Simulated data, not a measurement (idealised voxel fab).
Name of the process module below: voxel self aligned contacts
Cross-section cut spans 265 nm and uses square cells 5 nm in size.
Reading order for cross-sections: top band down to bottom band. Underlying form: a grid of square cells. Band size: one or more rows of cells. The entry gives the band's vertical extent as a top height and a bottom height in nm, then its horizontal make-up as materials from left to right, each with a width in nm. "blank" stands for empty space; a single material marked "everywhere" fills the band edge to edge. All heights in this document are referenced to 0, defined as the level beneath which the wafer, as received, consists entirely of one material. The lowest band is not bounded below; it extends indefinitely downward and is written in the form "z 0 and below". When a width is written as two numbers, as in "30->40", the first number is the width in the top row of cells of the band and the second is the width in its bottom row, and the width changes by the same amount from each row to the next. The designation "all unchanged", where it is given for a processing step, indicates that no cell of the cross-section was altered in the course of that step. Any empty space of 8 cells or more lacking an open way to the top shows up in "Sealed void listing" as width x height at distance, distance from the left edge, in nm. Anything after a step's settings on that line? It's the simulator's own note about the step. overlay nm: mask offset rightward from planned place, masked step; negative means leftward offset.
STEPS IN THE PROCESS PLAN
| 1 | RECEIVE, material Si |
| 2 | OXIDIZE, depth nm 5 |
| 3 | DIRECTIONAL_DEP, material polySi, thk nm 30 |
| 4 | DIRECTIONAL_DEP, material SiN, thk nm 15 |
| 5 | PATTERN, tone cover, mask id GATE, material resist, width nm 25, pitch nm 60, thk nm 20, overlay nm 0 |
| 6 | DIRECTIONAL_ETCH, etch materials SiN, depth nm 15 |
| 7 | DIRECTIONAL_ETCH, etch materials polySi, depth nm 30 |
| 8 | STRIP, etch materials resist |
| 9 | CONFORMAL_DEP, material SiN, thk nm 5 |
| 10 | DIRECTIONAL_ETCH, etch materials SiN, depth nm 5 |
| 11 | FILL_DEP, material SiO2, thk nm 15 |
| 12 | CMP, height nm 55 |
| 13 | MASKED_ETCH, tone open, mask id CONTACT, width nm 45, pitch nm 60, etch materials SiO2, depth nm 60, overlay nm 0 |
| 14 | CONFORMAL_DEP, material TiN, thk nm 5 |
| 15 | FILL_DEP, material Ru, thk nm 5 |
| 16 | CMP, height nm 55 |
| 17 | CONFORMAL_DEP, material SiCN, thk nm 5 |
AS RECEIVED (POST STEP 1): CROSS-SECTION
  z 0 and below = Si everywhere
  Sealed void listing: none
POST-MODULE CROSS-SECTION: IDENTICAL START AND PLAN TO THOSE ABOVE, ONE MISSTEP IN EXECUTION
  z 60 to 55 = SiCN everywhere
  z 55 to 45 = SiO2 80 nm | TiN 5->15 nm | Ru 35->15 nm | TiN 5->15 nm | SiO2 15 nm | TiN 5->15 nm | Ru 35->15 nm | TiN 5->15 nm | SiO2 80 nm
  z 45 to 30 = SiO2 55 nm | SiN 35 nm | TiN 5 nm | Ru 15 nm | TiN 5 nm | SiN 35 nm | TiN 5 nm | Ru 15 nm | TiN 5 nm | SiN 35 nm | SiO2 55 nm
  z 30 to 5 = SiO2 55 nm | SiN 5 nm | polySi 25 nm | SiN 5 nm | TiN 5 nm | Ru 15 nm | TiN 5 nm | SiN 5 nm | polySi 25 nm | SiN 5 nm | TiN 5 nm | Ru 15 nm | TiN 5 nm | SiN 5 nm | polySi 25 nm | SiN 5 nm | SiO2 55 nm
  z 5 to 0 = SiO2 55 nm | SiN 5 nm | polySi 25 nm | SiN 5 nm | TiN 25 nm | SiN 5 nm | polySi 25 nm | SiN 5 nm | TiN 25 nm | SiN 5 nm | polySi 25 nm | SiN 5 nm | SiO2 55 nm
  z 0 and below = Si everywhere
  Sealed void listing: none
Run error: step 2 of the plan was bypassed and not carried out
